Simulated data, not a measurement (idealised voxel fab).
Name of the process module below: voxel self aligned contacts
The cross-section shown here is cut; it is 230 nm wide and divided into square cells measuring 5 nm on a side.
A cross-section in this document is a grid of square cells, and it is written down as bands, the top band listed before the ones below it; a band is made up of one or more rows of cells.
Band: top height; bottom height; in nm. Then, left to right: material with width in nm, for each material. "throughout": a single material spanning edge to edge. "blank": empty space.
Height reference: 0 = level under which incoming wafer is all one material. Lowest band: no bottom, runs on downward, e.g. "0 -> down".
When a width is written as two numbers, as in "30..40", the first number is the width in the top row of cells of the band and the second is the width in its bottom row, and the width changes by the same amount from each row to the next.
"remained unchanged" -> step changed no cross-section cell.
"Sealed internal voids" contains a list of empty spaces, each no smaller than 8 cells and without an open way to the top, written in the form width x height at distance with the distance from the left edge and all three in nm.
It should be noted that, on the line of a given step, the content following the step's settings is a remark produced by the simulator itself with respect to that step.
Each step line may optionally specify "overlay nm", which for a step with a mask gives the rightward distance between the mask's planned place and where it lay, a negative value indicating the leftward direction.

Steps planned for the process:
1 RECEIVE | material Si
2 OXIDIZE | depth nm 5
3 DIRECTIONAL_DEP | material polySi | thk nm 20
4 DIRECTIONAL_DEP | material SiN | thk nm 25
5 MASKED_ETCH | tone cover | mask id GATE | width nm 35 | pitch nm 75 | etch materials SiN | depth nm 25 | overlay nm 0
6 MASKED_ETCH | tone cover | mask id GATE | width nm 35 | pitch nm 75 | etch materials polySi | depth nm 20 | overlay nm 0
7 CONFORMAL_DEP | material SiN | thk nm 10
8 DIRECTIONAL_ETCH | etch materials SiN | depth nm 10
9 FILL_DEP | material SiO2 | thk nm 15
10 CMP | height nm 50
11 DIRECTIONAL_DEP | material aC | thk nm 10
12 PATTERN | tone open | mask id CONTACT | material resist | width nm 60 | pitch nm 75 | thk nm 30 | overlay nm 0
13 DIRECTIONAL_ETCH | etch materials aC | depth nm 10
14 STRIP | etch materials resist
15 DIRECTIONAL_ETCH | etch materials SiO2 | depth nm 55
16 STRIP | etch materials aC
17 CONFORMAL_DEP | material TiN | thk nm 5
18 FILL_DEP | material Ru | thk nm 10
19 CMP | height nm 50
20 CONFORMAL_DEP | material SiCN | thk nm 5

Cross-section of the wafer at receipt, which is the condition after step 1:
    0 -> down | Si throughout
    Sealed internal voids: none

A wafer at the end: this start, this plan, one mistake:
    55 -> 50 | SiCN throughout
    50 -> 45 | SiO2 45, TiN 60, SiO2 15, TiN 60, SiO2 50
    45 -> 20 | SiN 30, SiO2 15, SiN 60, SiO2 15, SiN 60, SiO2 15, SiN 35
    20 -> 0 | polySi throughout
    0 -> -5 | SiO2 throughout
    -5 -> down | Si throughout
    Sealed internal voids: none
Run error: not per plan at step 5, really ran MASKED_ETCH | tone open | mask id GATE | width nm 35 | pitch nm 75 | etch materials SiN | depth nm 25 | overlay nm 0
